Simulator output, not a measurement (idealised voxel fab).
Title: Process Module voxel ribs on slabs
Xsec cut, 200 nm wide, square cell size 5 nm.
The cross-sections in this document take the form of a grid made of square cells. They are written out as bands, in order from top to bottom. Each band consists of one or more rows of cells. Top, bottom (nm), then materials left to right with widths (nm); lone material tagged "throughout" fills the whole band edge to edge; "blank" = empty space. Height reference: 0 = level under which incoming wafer is all one material. Lowest band: no bottom, runs on downward, e.g. "top 0, no bottom". Graded width ("30->40"): value in top row of band = first number; value in bottom row = second number; row-to-row change constant. You'll sometimes find "no alteration" written for a step, and that's the way of saying that nowhere in the cross-section did a cell change during that step. Empty spaces counting at least 8 cells and having no open way to the top are listed in "Sealed voids". The notation width x height at distance is used for each, the distance being from the left edge and all three values in nm. Whatever follows a step's settings on its line is a remark the simulator itself makes about that step. Regarding "overlay nm": on a step with a mask, it is the distance the mask lay to the right of its planned place; a negative value places it to the left.

[This section lists the process steps that were planned]
1: RECEIVE [material Si]
2: DIRECTIONAL_DEP [material SiO2] [thk nm 25]
3: DIRECTIONAL_DEP [material polySi] [thk nm 15]
4: MASKED_ETCH [tone cover] [mask id RIB] [width nm 20] [etch materials polySi] [depth nm 10] [overlay nm 0]
5: MASKED_ETCH [tone cover] [mask id SLAB] [width nm 60] [etch materials polySi] [depth nm 5] [overlay nm 0]
6: FILL_DEP [material SiO2] [thk nm 20]
7: CMP [height nm 55]
8: DIRECTIONAL_DEP [material TiN] [thk nm 5]
9: PATTERN [tone cover] [mask id HEATER] [material resist] [width nm 30] [thk nm 15] [overlay nm 0]
10: DIRECTIONAL_ETCH [etch materials TiN] [depth nm 5]
11: STRIP [etch materials resist]
12: CONFORMAL_DEP [material SiN] [thk nm 10]

[Delivered wafer in cross-section: state after step 1]
    top 0, no bottom  Si throughout
    Sealed voids: none

[First of two wafers, end-of-module section, run followed plan]
    top 70, bottom 65  75 blank | 50 SiN | 75 blank
    top 65, bottom 60  SiN throughout
    top 60, bottom 55  85 SiN | 30 TiN | 85 SiN
    top 55, bottom 40  SiO2 throughout
    top 40, bottom 30  90 SiO2 | 20 polySi | 90 SiO2
    top 30, bottom 25  70 SiO2 | 60 polySi | 70 SiO2
    top 25, bottom 0  SiO2 throughout
    top 0, no bottom  Si throughout
    Sealed voids: none

[Presented here is a cross-section of the second of the two wafers as it stood at the end of the module. It was started in the same manner and assigned the same plan as the first wafer; however, one mistake was made in its execution]
    top 70, bottom 65  75 blank | 50 SiN | 75 blank
    top 65, bottom 60  SiN throughout
    top 60, bottom 55  85 SiN | 30 TiN | 85 SiN
    top 55, bottom 50  70 SiO2 | 60 polySi | 70 SiO2
    top 50, bottom 0  SiO2 throughout
    top 0, no bottom  Si throughout
    Sealed voids: none
Heads up, the wafer didn't run the way we planned it: the plan had its step 2 run twice
Count the cells at the end and the second wafer has more or fewer of some materials than the first: +8 SiO2, -8 polySi
